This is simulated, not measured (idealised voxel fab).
process module | voxel released beams
cross-section cut | 290 nm wide | cells 5 nm
A cross-section is a grid of square cells, given in bands from the top down. A band is one or more rows of cells.
Each band's line starts with the height of the band's top and of its bottom, in nm. Then come its materials from left to right, each with its width in nm. One material with "throughout" fills the band from edge to edge. "air" is empty space.
Height 0 is the level under which the wafer as received is all one material. The lowest band goes on downwards, as in "0 down".
A width such as "30 to 40" changes by the same amount from each row of cells to the next, from the band's top row to its bottom row.
"no change" after a step means that no cell of the cross-section changed.
closed voids: empty space of 8 cells or more with no open way to the top, each as width x height at its distance from the left edge, in nm
after a step's settings: what the simulator itself notes on the step
overlay nm, on a step with a mask: how far to the right of its planned place the mask lay; to the left if negative
plan
1 op RECEIVE | material Si
2 op CONFORMAL_DEP | material Al2O3 | thk nm 5
3 op DIRECTIONAL_DEP | material SiO2 | thk nm 10
4 op PATTERN | tone open | mask id ANCHOR | material resist | width nm 35 | thk nm 20 | overlay nm 0
5 op DIRECTIONAL_ETCH | etch materials SiO2 | depth nm 10
6 op STRIP | etch materials resist
7 op CONFORMAL_DEP | material SiN | thk nm 10
8 op PATTERN | tone cover | mask id BEAM | material resist | width nm 90 | thk nm 20 | overlay nm 0
9 op DIRECTIONAL_ETCH | etch materials SiN | depth nm 10
10 op STRIP | etch materials resist
11 op STRIP | etch materials SiO2
as received, after step 1
  0 down: Si throughout
  closed voids: none
first wafer at the end, as planned
  25 to 15: air 95 | SiN 15 | air 15 | SiN 60 | air 105
  15 to 5: air 100 | SiN 35 | air 155
  5 to 0: Al2O3 throughout
  0 down: Si throughout
  closed voids: none
second wafer at the end: like start, like plan, one mistake
  20 to 10: air 95 | SiN 15 | air 15 | SiN 60 | air 105
  10 to 0: air 100 | SiN 35 | air 155
  0 down: Si throughout
  closed voids: none
what went wrong: step 2 was left out
at the end the second wafer has, in cells: 58 fewer of Al2O3
